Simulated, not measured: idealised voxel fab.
This section sets out a process module, namely voxel spacer lines.
Each square cell in cross-section cut measures 5 nm, and the section as a whole is 260 nm wide.
When this document writes out a cross-section, it uses a grid of square cells and lists it as bands, beginning at the top and moving down, with a band standing for one or more rows of cells. Basically the band line says how high the top is and how high the bottom is, in nm, and then what's in it from left to right, every material with its width in nm. Empty space shows up as "empty", and if a single material carries "full width" it runs the full band edge to edge. It should be noted that heights are counted from 0, beneath which the wafer as supplied is of one material throughout, and that the lowest band possesses no lower boundary but continues downward, as written in "top 0, no bottom". With a width like "30->40", each row of cells in the band differs from the next by the same amount, the top row carrying the first number and the bottom row the second. Reading "all unchanged" for a step: not a cell of the cross-section changed in it. "Fully sealed voids" specifies each empty space that is not open to the top and that occupies no fewer than 8 cells, using the form width x height at distance, the distance measured from the left edge and all three quantities in nm. That trailing text on a step's line, after the settings, is the simulator's own remark on the step. For masked steps, "overlay nm" on the step line gives how far right of plan the mask actually lay; a minus sign means it lay to the left.
Steps planned for the process:
1,op RECEIVE | material Si
2,op CONFORMAL_DEP | material Al2O3 | thk nm 10
3,op DIRECTIONAL_DEP | material SiN | thk nm 10
4,op DIRECTIONAL_DEP | material aC | thk nm 25
5,op PATTERN | tone cover | mask id MANDREL | material resist | width nm 25 | pitch nm 70 | thk nm 35 | overlay nm 0
6,op DIRECTIONAL_ETCH | etch materials aC | depth nm 25
7,op STRIP | etch materials resist
8,op CONFORMAL_DEP | material SiO2 | thk nm 10
9,op DIRECTIONAL_ETCH | etch materials SiO2 | depth nm 10
10,op STRIP | etch materials aC
11,op DIRECTIONAL_ETCH | etch materials SiN | depth nm 10
12,op STRIP | etch materials SiO2
Shown in cross-section is the wafer as received, that is, as it stands after step 1:
    top 0, no bottom | Si full width
    Fully sealed voids: none
Starting structure and process plan are as shown above, but one mistake was made in running the module; the wafer cross-section at the end of the module follows:
    top 20, bottom 10 | Al2O3 full width
    top 10, bottom 0 | SiN full width
    top 0, no bottom | Si full width
    Fully sealed voids: none
Misprocessing identified: sequence error: steps 2 and 3 interchanged
